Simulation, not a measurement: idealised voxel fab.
process module | voxel gate over fins
cross-section cut | 230 nm wide | cells 5 nm
A cross-section is a grid of square cells, given in bands from the top down. A band is one or more rows of cells.
Each band's line starts with the height of the band's top and of its bottom, in nm. Then come its materials from left to right, each with its width in nm. One material with "throughout" fills the band from edge to edge. "air" is empty space.
Height 0 is the level under which the wafer as received is all one material. The lowest band goes on downwards, as in "0 down".
A width such as "30 to 40" changes by the same amount from each row of cells to the next, from the band's top row to its bottom row.
"no change" after a step means that no cell of the cross-section changed.
closed voids: empty space of 8 cells or more with no open way to the top, each as width x height at its distance from the left edge, in nm
after a step's settings: what the simulator itself notes on the step
overlay nm, on a step with a mask: how far to the right of its planned place the mask lay; to the left if negative
plan
1 op RECEIVE | material Si
2 op CONFORMAL_DEP | material SiN | thk nm 5
3 op PATTERN | tone cover | mask id FINS | material resist | width nm 15 | pitch nm 50 | thk nm 20 | overlay nm 0
4 op DIRECTIONAL_ETCH | etch materials SiN | depth nm 5
5 op DIRECTIONAL_ETCH | etch materials Si | depth nm 40
6 op STRIP | etch materials resist
7 op FILL_DEP | material SiO2 | thk nm 15
8 op CMP | height nm 5
9 op PATTERN | tone open | mask id RAIL | material resist | width nm 15 | thk nm 20 | overlay nm 0
10 op DIRECTIONAL_ETCH | etch materials SiO2 | depth nm 40
11 op STRIP | etch materials resist
12 op CONFORMAL_DEP | material TiN | thk nm 5
13 op FILL_DEP | material Ru | thk nm 5
14 op CMP | height nm 5
15 op SELECTIVE_ETCH | etch materials W Ru TiN | depth nm 25
16 op FILL_DEP | material SiO2 | thk nm 5
17 op CMP | height nm 5
18 op SELECTIVE_ETCH | etch materials SiO2 | depth nm 15
19 op STRIP | etch materials SiN
20 op CONFORMAL_DEP | material HfO2 | thk nm 5
21 op CONFORMAL_DEP | material TiN | thk nm 5
22 op FILL_DEP | material W | thk nm 10
23 op CMP | height nm 15
24 op CONFORMAL_DEP | material SiCN | thk nm 10
as received, after step 1
  0 down: Si throughout
  closed voids: none
a wafer at the end: this start, this plan, one mistake
  25 to 15: SiCN throughout
  15 to 5: W throughout
  5 to 0: W 45 | TiN 35 | W 15 | TiN 35 | W 15 | TiN 35 | W 50
  0 to -5: W 45 | TiN 5 | HfO2 25 | TiN 5 | W 15 | TiN 5 | HfO2 25 | TiN 5 | W 15 | TiN 5 | HfO2 25 | TiN 5 | W 50
  -5 to -10: W 45 | TiN 5 | HfO2 5 | Si 15 | HfO2 5 | TiN 5 | W 15 | TiN 5 | HfO2 5 | Si 15 | HfO2 5 | TiN 5 | W 15 | TiN 5 | HfO2 5 | Si 15 | HfO2 5 | TiN 5 | W 50
  -10 to -15: TiN 50 | HfO2 5 | Si 15 | HfO2 5 | TiN 25 | HfO2 5 | Si 15 | HfO2 5 | TiN 25 | HfO2 5 | Si 15 | HfO2 5 | TiN 55
  -15 to -20: HfO2 55 | Si 15 | HfO2 35 | Si 15 | HfO2 35 | Si 15 | HfO2 60
  -20 to -30: SiO2 55 | Si 15 | SiO2 10 | TiN 5 | Ru 5 | TiN 5 | SiO2 10 | Si 15 | SiO2 35 | Si 15 | SiO2 60
  -30 to -35: SiO2 55 | Si 15 | SiO2 10 | TiN 15 | SiO2 10 | Si 15 | SiO2 35 | Si 15 | SiO2 60
  -35 to -40: SiO2 55 | Si 15 | SiO2 35 | Si 15 | SiO2 35 | Si 15 | SiO2 60
  -40 down: Si throughout
  closed voids: none
what went wrong: step 17 ran as: op CMP | height nm -5
